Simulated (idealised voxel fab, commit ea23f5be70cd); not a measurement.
You're looking at the process module voxel spacer lines.
cross-section cut | 215 nm wide | cells 5 nm
Cross-section, as written here: a square-cell grid given band by band from the top down, where a band holds one or more rows of cells. Top, bottom (nm), then materials left to right with widths (nm); lone material tagged "all across" fills the whole band edge to edge; "empty" = empty space. Counting heights begins at 0, where everything beneath is, in the wafer as received, one material. The lowest band has no bottom; it goes on downwards, as "0 and below" shows. Graded width ("30..40"): value in top row of band = first number; value in bottom row = second number; row-to-row change constant. "nothing different" for a step: no cell of the cross-section changed in that step. The entry titled "Closed-off voids" provides the empty spaces that have no open way to the top, restricted to those of 8 cells or more. Each is presented as width x height at distance, the distance being measured from the left edge, with all three in nm. after a step's settings: what the simulator itself notes on the step. Regarding "overlay nm": on a step with a mask, it is the distance the mask lay to the right of its planned place; a negative value places it to the left.

**These are the steps we planned for the process**
- 1: RECEIVE: material Si
- 2: CONFORMAL_DEP: material Al2O3, thk nm 10
- 3: DIRECTIONAL_DEP: material SiN, thk nm 15
- 4: DIRECTIONAL_DEP: material polySi, thk nm 30
- 5: PATTERN: tone cover, mask id MANDREL, material resist, width nm 20, pitch nm 60, thk nm 35, overlay nm 0
- 6: DIRECTIONAL_ETCH: etch materials polySi, depth nm 30
- 7: STRIP: etch materials resist
- 8: CONFORMAL_DEP: material SiO2, thk nm 10
- 9: DIRECTIONAL_ETCH: etch materials SiO2, depth nm 10
- 10: STRIP: etch materials polySi
- 11: DIRECTIONAL_ETCH: etch materials SiN, depth nm 15
- 12: STRIP: etch materials SiO2

**Cross-section of the wafer upon arrival, representing the state reached after step 1**
0 and below | Si all across
Closed-off voids: none

**Run as planned - first of the two wafers cross-sectioned at the end of the module**
25 down to 10 | empty (55), then SiN (10), then empty (20), then SiN (10), then empty (20), then SiN (10), then empty (20), then SiN (10), then empty (60)
10 down to 0 | Al2O3 all across
0 and below | Si all across
Closed-off voids: none

**So this is wafer number two of the two, cut at the end of the module - it started where the first did and had the same plan, we just got one thing wrong running it**
25 down to 10 | empty (55), then SiN (10), then empty (20), then SiN (10), then empty (20), then SiN (10), then empty (20), then SiN (10), then empty (60)
10 down to 0 | polySi all across
0 and below | Si all across
Closed-off voids: none
What broke from the plan during processing? step 2 ran as: CONFORMAL_DEP: material polySi, thk nm 10
Cell-count delta at end, second wafer over first, by material: 86 fewer of Al2O3, 86 more of polySi
